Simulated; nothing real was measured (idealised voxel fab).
process module | voxel transistor to metal
cross-section cut | 270 nm wide | cells 5 nm
A cross-section is a grid of square cells, given in bands from the top down. A band is one or more rows of cells.
Each band's line starts with the height of the band's top and of its bottom, in nm. Then come its materials from left to right, each with its width in nm. One material with "throughout" fills the band from edge to edge. "air" is empty space.
Height 0 is the level under which the wafer as received is all one material. The lowest band goes on downwards, as in "0 down".
A width such as "30 to 40" changes by the same amount from each row of cells to the next, from the band's top row to its bottom row.
"no change" after a step means that no cell of the cross-section changed.
closed voids: empty space of 8 cells or more with no open way to the top, each as width x height at its distance from the left edge, in nm
after a step's settings: what the simulator itself notes on the step
overlay nm, on a step with a mask: how far to the right of its planned place the mask lay; to the left if negative
plan
1 op RECEIVE | material Si
2 op CONFORMAL_DEP | material SiO2 | thk nm 5
3 op CONFORMAL_DEP | material SiN | thk nm 10
4 op PATTERN | tone cover | mask id ACTIVE | material resist | width nm 95 | pitch nm 125 | thk nm 15 | overlay nm 0
5 op DIRECTIONAL_ETCH | etch materials SiN | depth nm 10
6 op DIRECTIONAL_ETCH | etch materials SiO2 | depth nm 5
7 op DIRECTIONAL_ETCH | etch materials Si | depth nm 20
8 op STRIP | etch materials resist
9 op FILL_DEP | material SiO2 | thk nm 15
10 op CMP | height nm 15
11 op SELECTIVE_ETCH | etch materials SiO2 | depth nm 5
12 op STRIP | etch materials SiN
13 op SELECTIVE_ETCH | etch materials SiO2 | depth nm 5
14 op OXIDIZE | depth nm 5
15 op DIRECTIONAL_DEP | material polySi | thk nm 25
16 op DIRECTIONAL_DEP | material SiCN | thk nm 15
17 op PATTERN | tone cover | mask id GATE | material resist | width nm 25 | pitch nm 125 | thk nm 20 | overlay nm 0
18 op DIRECTIONAL_ETCH | etch materials SiCN | depth nm 25
19 op DIRECTIONAL_ETCH | etch materials polySi | depth nm 35
20 op STRIP | etch materials resist
21 op CONFORMAL_DEP | material SiO2 | thk nm 5
22 op DIRECTIONAL_ETCH | etch materials SiO2 | depth nm 5
23 op CONFORMAL_DEP | material SiN | thk nm 5
24 op DIRECTIONAL_ETCH | etch materials SiN | depth nm 5
25 op DIRECTIONAL_ETCH | etch materials SiO2 | depth nm 5
26 op DIRECTIONAL_ETCH | etch materials Si | depth nm 10
27 op EPI | material nSi | thk nm 10
28 op FILL_DEP | material SiO2 | thk nm 10
29 op CMP | height nm 40
30 op DIRECTIONAL_DEP | material SiO2 | thk nm 15
31 op DIRECTIONAL_DEP | material aC | thk nm 10
32 op PATTERN | tone open | mask id CONTACT | material resist | width nm 15 | thk nm 30 | overlay nm 0
33 op DIRECTIONAL_ETCH | etch materials aC | depth nm 10
34 op STRIP | etch materials resist
35 op DIRECTIONAL_ETCH | etch materials SiO2 | depth nm 50
36 op STRIP | etch materials aC
37 op CONFORMAL_DEP | material TiN | thk nm 5
38 op FILL_DEP | material W | thk nm 10
39 op CMP | height nm 55
40 op CONFORMAL_DEP | material SiCN | thk nm 5
41 op DIRECTIONAL_DEP | material SiO2 | thk nm 20
42 op DIRECTIONAL_DEP | material aC | thk nm 15
43 op PATTERN | tone open | mask id METAL_1 | material resist | width nm 15 | thk nm 30 | overlay nm 0
44 op DIRECTIONAL_ETCH | etch materials aC | depth nm 15
45 op STRIP | etch materials resist
46 op DIRECTIONAL_ETCH | etch materials SiO2 | depth nm 20
47 op DIRECTIONAL_ETCH | etch materials SiCN | depth nm 5
48 op STRIP | etch materials aC
49 op CONFORMAL_DEP | material TiN | thk nm 5
50 op FILL_DEP | material Cu | thk nm 5
51 op CMP | height nm 80
52 op EPI | material Ru | thk nm 5
53 op FILL_DEP | material SiCN | thk nm 5
as received, after step 1
  0 down: Si throughout
  closed voids: none
a wafer at the end: this start, this plan, one mistake
  90 to 85: SiCN throughout
  85 to 80: SiCN 25 | Ru 25 | SiCN 45 | Ru 25 | SiCN 30 | Ru 25 | SiCN 45 | Ru 25 | SiCN 25
  80 to 60: SiO2 30 | TiN 5 | Cu 5 | TiN 5 | SiO2 55 | TiN 5 | Cu 5 | TiN 5 | SiO2 40 | TiN 5 | Cu 5 | TiN 5 | SiO2 55 | TiN 5 | Cu 5 | TiN 5 | SiO2 30
  60 to 55: SiCN 30 | TiN 15 | SiCN 55 | TiN 15 | SiCN 40 | TiN 15 | SiCN 55 | TiN 15 | SiCN 30
  55 to 40: SiO2 30 | TiN 5 | W 5 | TiN 5 | SiO2 55 | TiN 5 | W 5 | TiN 5 | SiO2 40 | TiN 5 | W 5 | TiN 5 | SiO2 55 | TiN 5 | W 5 | TiN 5 | SiO2 30
  40 to 25: SiO2 30 | TiN 5 | W 5 | TiN 5 | SiO2 5 | SiN 5 | SiO2 5 | SiCN 25 | SiO2 5 | SiN 5 | SiO2 5 | TiN 5 | W 5 | TiN 5 | SiO2 40 | TiN 5 | W 5 | TiN 5 | SiO2 5 | SiN 5 | SiO2 5 | SiCN 25 | SiO2 5 | SiN 5 | SiO2 5 | TiN 5 | W 5 | TiN 5 | SiO2 30
  25 to 10: SiO2 30 | TiN 5 | W 5 | TiN 5 | SiO2 5 | SiN 5 | SiO2 5 | polySi 25 | SiO2 5 | SiN 5 | SiO2 5 | TiN 5 | W 5 | TiN 5 | SiO2 40 | TiN 5 | W 5 | TiN 5 | SiO2 5 | SiN 5 | SiO2 5 | polySi 25 | SiO2 5 | SiN 5 | SiO2 5 | TiN 5 | W 5 | TiN 5 | SiO2 30
  10 to 5: SiO2 30 | TiN 15 | SiO2 5 | SiN 5 | SiO2 5 | polySi 25 | SiO2 5 | SiN 5 | SiO2 5 | TiN 15 | SiO2 40 | TiN 15 | SiO2 5 | SiN 5 | SiO2 5 | polySi 25 | SiO2 5 | SiN 5 | SiO2 5 | TiN 15 | SiO2 30
  5 to 0: SiO2 40 | nSi 10 | SiN 5 | SiO2 5 | polySi 25 | SiO2 5 | SiN 5 | nSi 10 | SiO2 60 | nSi 10 | SiN 5 | SiO2 5 | polySi 25 | SiO2 5 | SiN 5 | nSi 10 | SiO2 40
  0 to -5: SiO2 15 | SiN 5 | SiO2 20 | nSi 10 | SiO2 45 | nSi 10 | SiO2 20 | SiN 5 | SiO2 10 | SiN 5 | SiO2 20 | nSi 10 | SiO2 45 | nSi 10 | SiO2 20 | SiN 5 | SiO2 15
  -5 to -10: SiO2 15 | SiN 5 | SiO2 10 | nSi 20 | Si 45 | nSi 20 | SiO2 10 | SiN 5 | SiO2 10 | SiN 5 | SiO2 10 | nSi 20 | Si 45 | nSi 20 | SiO2 10 | SiN 5 | SiO2 15
  -10 to -15: SiO2 30 | nSi 20 | Si 45 | nSi 20 | SiO2 40 | nSi 20 | Si 45 | nSi 20 | SiO2 30
  -15 to -20: SiO2 25 | Si 95 | SiO2 30 | Si 95 | SiO2 25
  -20 down: Si throughout
  closed voids: none
what went wrong: step 13 ran as: op SELECTIVE_ETCH | etch materials SiO2 | depth nm 15
